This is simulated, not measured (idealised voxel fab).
voxel fin reveal: a process module
Square cell edge 5 nm, section width 150 nm, ID cut.
Cross-sections here: square-cell grids, written as top-down lists of bands, a band being one or more rows of cells.
Top height, bottom height, nm. Materials left to right, width each, nm. Single material + "all across" = fills band edge to edge. "blank" = empty.
Note: height 0 marks the level under which the wafer is uniformly one material as received. Lowest band unbounded below, written "0 and below".
It should be noted that a width expressed as "30->40" varies in equal increments from row to row of cells within the band, taking the value of the first number at the top row and that of the second number at the bottom row.
Take "left unchanged" at face value: in the step it is given for, the cross-section changed in none of its cells.
"Closed void register" lists enclosed empty spaces (at least 8 cells, no open path upward to the top), each as width x height at distance from the left edge, in nm.
Step line, after settings: the simulator's comment on this step.
When a step includes a mask, the "overlay nm" setting on its line states how far to the right of its planned place that mask lay, and negative values state how far to the left.

This section lists the process steps that were planned:
1,RECEIVE with material Si
2,CONFORMAL_DEP with material SiN, thk nm 10
3,DIRECTIONAL_DEP with material aC, thk nm 10
4,PATTERN with tone cover, mask id FINS, material resist, width nm 15, pitch nm 40, thk nm 25, overlay nm 0
5,DIRECTIONAL_ETCH with etch materials aC, depth nm 10
6,STRIP with etch materials resist
7,DIRECTIONAL_ETCH with etch materials SiN, depth nm 10
8,DIRECTIONAL_ETCH with etch materials Si, depth nm 40
9,STRIP with etch materials aC
10,FILL_DEP with material SiO2, thk nm 5
11,CMP with height nm 10
12,SELECTIVE_ETCH with etch materials SiO2, depth nm 25
13,STRIP with etch materials SiN

Cross-section, incoming material, after step 1:
> 0 and below: Si all across
> Closed void register: none

Wafer at module end, in section. Began as above, planned as above, run with one mistake:
> 0 down to -15: 45 blank, 15 Si, 25 blank, 15 Si, 50 blank
> -15 down to -25: 20 SiO2, 25 blank, 15 Si, 25 blank, 15 Si, 25 blank, 25 SiO2
> -25 down to -40: 45 SiO2, 15 Si, 25 SiO2, 15 Si, 50 SiO2
> -40 and below: Si all across
> Closed void register: none
Error vs. plan: steps 12 and 13 of the plan were run in the wrong order, each in the other's place
